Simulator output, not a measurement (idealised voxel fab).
process module | voxel self aligned vias
cross-section cut | 205 nm wide | cells 5 nm
A cross-section is a grid of square cells, given in bands from the top down. A band is one or more rows of cells.
Each band's line starts with the height of the band's top and of its bottom, in nm. Then come its materials from left to right, each with its width in nm. One material with "throughout" fills the band from edge to edge. "air" is empty space.
Height 0 is the level under which the wafer as received is all one material. The lowest band goes on downwards, as in "0 down".
A width such as "30 to 40" changes by the same amount from each row of cells to the next, from the band's top row to its bottom row.
"no change" after a step means that no cell of the cross-section changed.
closed voids: empty space of 8 cells or more with no open way to the top, each as width x height at its distance from the left edge, in nm
after a step's settings: what the simulator itself notes on the step
overlay nm, on a step with a mask: how far to the right of its planned place the mask lay; to the left if negative
plan
1 op RECEIVE | material Si
2 op CONFORMAL_DEP | material SiO2 | thk nm 10
3 op CONFORMAL_DEP | material SiCN | thk nm 5
4 op DIRECTIONAL_DEP | material lowk | thk nm 20
5 op DIRECTIONAL_DEP | material aC | thk nm 10
6 op PATTERN | tone open | mask id LINES | material resist | width nm 30 | pitch nm 80 | thk nm 30 | overlay nm 0
7 op DIRECTIONAL_ETCH | etch materials aC | depth nm 10
8 op STRIP | etch materials resist
9 op DIRECTIONAL_ETCH | etch materials lowk | depth nm 20
10 op STRIP | etch materials aC
11 op CONFORMAL_DEP | material TiN | thk nm 5
12 op FILL_DEP | material Ru | thk nm 5
13 op CMP | height nm 35
14 op SELECTIVE_ETCH | etch materials W Ru TiN | depth nm 10
15 op FILL_DEP | material SiN | thk nm 10
16 op CMP | height nm 35
17 op DIRECTIONAL_DEP | material lowk | thk nm 15
18 op DIRECTIONAL_DEP | material aC | thk nm 10
19 op PATTERN | tone open | mask id VIAS | material resist | width nm 50 | thk nm 30 | overlay nm 0
20 op DIRECTIONAL_ETCH | etch materials aC | depth nm 10
21 op STRIP | etch materials resist
22 op DIRECTIONAL_ETCH | etch materials lowk | depth nm 15
23 op DIRECTIONAL_ETCH | etch materials SiN | depth nm 10
24 op STRIP | etch materials aC
25 op CONFORMAL_DEP | material TiN | thk nm 5
26 op FILL_DEP | material W | thk nm 10
27 op CMP | height nm 50
28 op CONFORMAL_DEP | material SiN | thk nm 5
varied across the wafers: thk nm of step 11. The plan shows the first wafer's value. All wafers start alike
first wafer as received, after step 1
  0 down: Si throughout
  closed voids: none
each wafer at the end: cells of each material gained (+) or lost (-) since it was received, then its closed voids
thk nm 5 | +8 Ru | +41 SiCN | +53 SiN | +82 SiO2 | +34 TiN | +24 W | +209 lowk | closed voids: none
thk nm 10 | +41 SiCN | +53 SiN | +82 SiO2 | +42 TiN | +24 W | +209 lowk | closed voids: none
thk nm 15 | +41 SiCN | +53 SiN | +82 SiO2 | +42 TiN | +24 W | +209 lowk | closed voids: none
thk nm 20 | +41 SiCN | +53 SiN | +82 SiO2 | +42 TiN | +24 W | +209 lowk | closed voids: none
